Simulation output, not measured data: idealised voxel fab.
voxel capacitor over wiring: a process module
Each square cell in cross-section cut measures 5 nm, and the section as a whole is 155 nm wide.
A cross-section is a grid of square cells, given in bands from the top down. A band is one or more rows of cells. A band entry consists of two parts. The first gives the height of the band's top and the height of its bottom, in nm. The rest lists the band's materials from left to right, each with its width in nm. A single material labelled with the word "full width" fills the band from edge to edge, and the word "empty" marks empty space. Heights are reckoned from 0. Under this level, the received wafer is all of one material. The bottommost band is open-ended downward, for example "0 down". Width spec "30 to 40" -> top row of cells at first value, bottom row at second value, equal per-row change in between. Key: "nothing different" - step with no changed cell in the cross-section. In the "Sealed-off cavities" entry, you get each enclosed empty space of 8 cells or more, one with no open way to the top, written width x height at distance, distance from the left edge, in nm. after a step's settings: what the simulator itself notes on the step. Steps that use a mask can have "overlay nm" on their line. It says how far the mask sat to the right of where it was meant to be. Negative means to the left.

### Process steps - plan
- 1: RECEIVE | material Si
- 2: CONFORMAL_DEP | material SiO2 | thk nm 10
- 3: CONFORMAL_DEP | material SiCN | thk nm 5
- 4: DIRECTIONAL_DEP | material SiO2 | thk nm 25
- 5: MASKED_ETCH | tone open | mask id METAL_1 | width nm 25 | pitch nm 95 | etch materials SiO2 | depth nm 25 | overlay nm 0
- 6: MASKED_ETCH | tone open | mask id METAL_1 | width nm 25 | pitch nm 95 | etch materials SiCN | depth nm 5 | overlay nm 0
- 7: CONFORMAL_DEP | material TiN | thk nm 5
- 8: FILL_DEP | material Cu | thk nm 5
- 9: CMP | height nm 40
- 10: EPI | material Ru | thk nm 5
- 11: FILL_DEP | material SiCN | thk nm 5
- 12: DIRECTIONAL_DEP | material SiO2 | thk nm 20
- 13: MASKED_ETCH | tone open | mask id PLUG_1 | width nm 15 | etch materials SiO2 | depth nm 20 | overlay nm 0
- 14: MASKED_ETCH | tone open | mask id PLUG_1 | width nm 15 | etch materials SiCN | depth nm 5 | overlay nm 0
- 15: CONFORMAL_DEP | material TiN | thk nm 5
- 16: FILL_DEP | material Ru | thk nm 10
- 17: CMP | height nm 70
- 18: DIRECTIONAL_DEP | material TiN | thk nm 5
- 19: DIRECTIONAL_DEP | material SiN | thk nm 5
- 20: DIRECTIONAL_DEP | material TiN | thk nm 5
- 21: DIRECTIONAL_DEP | material aC | thk nm 15
- 22: PATTERN | tone cover | mask id UPPER_PLATE | material resist | width nm 75 | thk nm 35 | overlay nm 0
- 23: DIRECTIONAL_ETCH | etch materials aC | depth nm 15
- 24: STRIP | etch materials resist
- 25: DIRECTIONAL_ETCH | etch materials TiN | depth nm 5
- 26: DIRECTIONAL_ETCH | etch materials SiN | depth nm 5
- 27: STRIP | etch materials aC
- 28: MASKED_ETCH | tone cover | mask id LOWER_PLATE | width nm 85 | etch materials TiN | depth nm 5 | overlay nm 0
- 29: FILL_DEP | material SiO2 | thk nm 20
- 30: CMP | height nm 100
- 31: MASKED_ETCH | tone open | mask id PLUG_2 | width nm 15 | etch materials SiO2 | depth nm 15 | overlay nm 0
- 32: CONFORMAL_DEP | material TiN | thk nm 5
- 33: FILL_DEP | material Cu | thk nm 5
- 34: CMP | height nm 100
- 35: CONFORMAL_DEP | material SiCN | thk nm 5

### Run as planned: first of two wafers

### Cross-section: wafer on arrival = after step 1
	0 down = Si full width
	Sealed-off cavities: none

### Presented here is a cross-section of the wafer after step 2 has been performed
	10 to 0 = SiO2 full width
	Rest of section, below 0: as before.

### Presented here is a cross-section of the wafer after step 3 has been performed
	15 to 10 = SiCN full width
	Rest of section, below 10: as before.

### Presented here is a cross-section of the wafer after step 4 has been performed
	40 to 15 = SiO2 full width
	Rest of section, below 15: as before.

### Presented here is a cross-section of the wafer after step 5 has been performed
	40 to 15 = SiO2: 15 / empty: 25 / SiO2: 70 / empty: 25 / SiO2: 20
	Rest of section, below 15: as before.

### Presented here is a cross-section of the wafer after step 6 has been performed
	40 to 15 = SiO2: 15 / empty: 25 / SiO2: 70 / empty: 25 / SiO2: 20
	15 to 10 = SiCN: 15 / empty: 25 / SiCN: 70 / empty: 25 / SiCN: 20
	Rest of section, below 10: as before.

### Presented here is a cross-section of the wafer after step 7 has been performed
	45 to 40 = TiN: 20 / empty: 15 / TiN: 80 / empty: 15 / TiN: 25
	40 to 15 = SiO2: 15 / TiN: 5 / empty: 15 / TiN: 5 / SiO2: 70 / TiN: 5 / empty: 15 / TiN: 5 / SiO2: 20
	15 to 10 = SiCN: 15 / TiN: 25 / SiCN: 70 / TiN: 25 / SiCN: 20
	Rest of section, below 10: as before.

### Presented here is a cross-section of the wafer after step 8 has been performed
	50 to 45 = Cu full width
	45 to 40 = TiN: 20 / Cu: 15 / TiN: 80 / Cu: 15 / TiN: 25
	40 to 15 = SiO2: 15 / TiN: 5 / Cu: 15 / TiN: 5 / SiO2: 70 / TiN: 5 / Cu: 15 / TiN: 5 / SiO2: 20
	Rest of section, below 15: as before.

### Presented here is a cross-section of the wafer after step 9 has been performed
	40 to 15 = SiO2: 15 / TiN: 5 / Cu: 15 / TiN: 5 / SiO2: 70 / TiN: 5 / Cu: 15 / TiN: 5 / SiO2: 20
	Rest of section, below 15: as before.

### Presented here is a cross-section of the wafer after step 10 has been performed
	45 to 40 = empty: 10 / Ru: 35 / empty: 60 / Ru: 35 / empty: 15
	Rest of section, below 40: as before.

### Presented here is a cross-section of the wafer after step 11 has been performed
	50 to 45 = SiCN full width
	45 to 40 = SiCN: 10 / Ru: 35 / SiCN: 60 / Ru: 35 / SiCN: 15
	Rest of section, below 40: as before.

### Presented here is a cross-section of the wafer after step 12 has been performed
	70 to 50 = SiO2 full width
	Rest of section, below 50: as before.

### Presented here is a cross-section of the wafer after step 13 has been performed
	70 to 50 = SiO2: 25 / empty: 15 / SiO2: 115
	Rest of section, below 50: as before.

### Presented here is a cross-section of the wafer after step 14 has been performed
	70 to 50 = SiO2: 25 / empty: 15 / SiO2: 115
	50 to 45 = SiCN: 25 / empty: 15 / SiCN: 115
	Rest of section, below 45: as before.

### Presented here is a cross-section of the wafer after step 15 has been performed
	75 to 70 = TiN: 30 / empty: 5 / TiN: 120
	70 to 50 = SiO2: 25 / TiN: 5 / empty: 5 / TiN: 5 / SiO2: 115
	50 to 45 = SiCN: 25 / TiN: 15 / SiCN: 115
	Rest of section, below 45: as before.

### Presented here is a cross-section of the wafer after step 16 has been performed
	85 to 75 = Ru full width
	75 to 70 = TiN: 30 / Ru: 5 / TiN: 120
	70 to 50 = SiO2: 25 / TiN: 5 / Ru: 5 / TiN: 5 / SiO2: 115
	Rest of section, below 50: as before.

### Presented here is a cross-section of the wafer after step 17 has been performed
	70 to 50 = SiO2: 25 / TiN: 5 / Ru: 5 / TiN: 5 / SiO2: 115
	Rest of section, below 50: as before.

### Presented here is a cross-section of the wafer after step 18 has been performed
	75 to 70 = TiN full width
	Rest of section, below 70: as before.

### Presented here is a cross-section of the wafer after step 19 has been performed
	80 to 75 = SiN full width
	Rest of section, below 75: as before.

### Presented here is a cross-section of the wafer after step 20 has been performed
	85 to 80 = TiN full width
	Rest of section, below 80: as before.

### Presented here is a cross-section of the wafer after step 21 has been performed
	100 to 85 = aC full width
	Rest of section, below 85: as before.

### Presented here is a cross-section of the wafer after step 22 has been performed
	135 to 100 = empty: 25 / resist: 75 / empty: 55
	Rest of section, below 100: as before.

### Presented here is a cross-section of the wafer after step 23 has been performed
	120 to 100 = empty: 25 / resist: 75 / empty: 55
	100 to 85 = empty: 25 / aC: 75 / empty: 55
	Rest of section, below 85: as before.

### Presented here is a cross-section of the wafer after step 24 has been performed
	100 to 85 = empty: 25 / aC: 75 / empty: 55
	Rest of section, below 85: as before.

### Presented here is a cross-section of the wafer after step 25 has been performed
	100 to 85 = empty: 25 / aC: 75 / empty: 55
	85 to 80 = empty: 25 / TiN: 75 / empty: 55
	Rest of section, below 80: as before.

### Presented here is a cross-section of the wafer after step 26 has been performed
	100 to 85 = empty: 25 / aC: 75 / empty: 55
	85 to 80 = empty: 25 / TiN: 75 / empty: 55
	80 to 75 = empty: 25 / SiN: 75 / empty: 55
	Rest of section, below 75: as before.

### Presented here is a cross-section of the wafer after step 27 has been performed
	85 to 80 = empty: 25 / TiN: 75 / empty: 55
	Rest of section, below 80: as before.

### Presented here is a cross-section of the wafer after step 28 has been performed
	85 to 80 = empty: 25 / TiN: 75 / empty: 55
	80 to 75 = empty: 25 / SiN: 75 / empty: 55
	75 to 70 = empty: 20 / TiN: 85 / empty: 50
	Rest of section, below 70: as before.

### Presented here is a cross-section of the wafer after step 29 has been performed
	105 to 85 = SiO2 full width
	85 to 80 = SiO2: 25 / TiN: 75 / SiO2: 55
	80 to 75 = SiO2: 25 / SiN: 75 / SiO2: 55
	75 to 70 = SiO2: 20 / TiN: 85 / SiO2: 50
	Rest of section, below 70: as before.

### Presented here is a cross-section of the wafer after step 30 has been performed
	100 to 85 = SiO2 full width
	Rest of section, below 85: as before.

### Presented here is a cross-section of the wafer after step 31 has been performed
	100 to 85 = SiO2: 35 / empty: 15 / SiO2: 105
	Rest of section, below 85: as before.

### Presented here is a cross-section of the wafer after step 32 has been performed
	105 to 100 = TiN: 40 / empty: 5 / TiN: 110
	100 to 90 = SiO2: 35 / TiN: 5 / empty: 5 / TiN: 5 / SiO2: 105
	90 to 80 = SiO2: 35 to 25 / TiN: 15 to 75 / SiO2: 105 to 55
	Rest of section, below 80: as before.

### Presented here is a cross-section of the wafer after step 33 has been performed
	110 to 105 = Cu full width
	105 to 100 = TiN: 40 / Cu: 5 / TiN: 110
	100 to 90 = SiO2: 35 / TiN: 5 / Cu: 5 / TiN: 5 / SiO2: 105
	Rest of section, below 90: as before.

### Presented here is a cross-section of the wafer after step 34 has been performed
	100 to 90 = SiO2: 35 / TiN: 5 / Cu: 5 / TiN: 5 / SiO2: 105
	Rest of section, below 90: as before.

### Presented here is a cross-section of the wafer after step 35 has been performed
	105 to 100 = SiCN full width
	Rest of section, below 100: as before.

### Second wafer, same starting conditions and recipe as the first, one mistake in executing it, nothing differs from the first up to and including step 16

Second wafer, section view, time point: scheduled end of step 17: nothing different

### Second wafer, section view, time point: scheduled end of step 18
	90 to 85 = TiN full width
	Rest of section, below 85: as before.

### Second wafer, section view, time point: scheduled end of step 19
	95 to 90 = SiN full width
	Rest of section, below 90: as before.

### Second wafer, section view, time point: scheduled end of step 20
	100 to 95 = TiN full width
	Rest of section, below 95: as before.

### Second wafer, section view, time point: scheduled end of step 21
	115 to 100 = aC full width
	Rest of section, below 100: as before.

### Second wafer, section view, time point: scheduled end of step 22
	150 to 115 = empty: 25 / resist: 75 / empty: 55
	Rest of section, below 115: as before.

### Second wafer, section view, time point: scheduled end of step 23
	135 to 115 = empty: 25 / resist: 75 / empty: 55
	115 to 100 = empty: 25 / aC: 75 / empty: 55
	Rest of section, below 100: as before.

### Second wafer, section view, time point: scheduled end of step 24
	115 to 100 = empty: 25 / aC: 75 / empty: 55
	Rest of section, below 100: as before.

### Second wafer, section view, time point: scheduled end of step 25
	115 to 100 = empty: 25 / aC: 75 / empty: 55
	100 to 95 = empty: 25 / TiN: 75 / empty: 55
	Rest of section, below 95: as before.

### Second wafer, section view, time point: scheduled end of step 26
	115 to 100 = empty: 25 / aC: 75 / empty: 55
	100 to 95 = empty: 25 / TiN: 75 / empty: 55
	95 to 90 = empty: 25 / SiN: 75 / empty: 55
	Rest of section, below 90: as before.

### Second wafer, section view, time point: scheduled end of step 27
	100 to 95 = empty: 25 / TiN: 75 / empty: 55
	Rest of section, below 95: as before.

### Second wafer, section view, time point: scheduled end of step 28
	100 to 95 = empty: 25 / TiN: 75 / empty: 55
	95 to 90 = empty: 25 / SiN: 75 / empty: 55
	90 to 85 = empty: 20 / TiN: 85 / empty: 50
	Rest of section, below 85: as before.

### Second wafer, section view, time point: scheduled end of step 29
	120 to 100 = SiO2 full width
	100 to 95 = SiO2: 25 / TiN: 75 / SiO2: 55
	95 to 90 = SiO2: 25 / SiN: 75 / SiO2: 55
	90 to 85 = SiO2: 20 / TiN: 85 / SiO2: 50
	Rest of section, below 85: as before.

### Second wafer, section view, time point: scheduled end of step 30
	100 to 95 = SiO2: 25 / TiN: 75 / SiO2: 55
	Rest of section, below 95: as before.

Second wafer, section view, time point: scheduled end of step 31: nothing different

### Second wafer, section view, time point: scheduled end of step 32
	105 to 100 = TiN full width
	Rest of section, below 100: as before.

### Second wafer, section view, time point: scheduled end of step 33
	110 to 105 = Cu full width
	Rest of section, below 105: as before.

### Second wafer, section view, time point: scheduled end of step 34
	100 to 95 = SiO2: 25 / TiN: 75 / SiO2: 55
	Rest of section, below 95: as before.

### Second wafer, section view, time point: scheduled end of step 35
	105 to 100 = SiCN full width
	Rest of section, below 100: as before.
Deviation from plan: plan step 17 skipped
Looking at both finished wafers in cells, the second ends up ahead of or behind the first on some materials: Cu -2; Ru +63; SiO2 -84; TiN +23
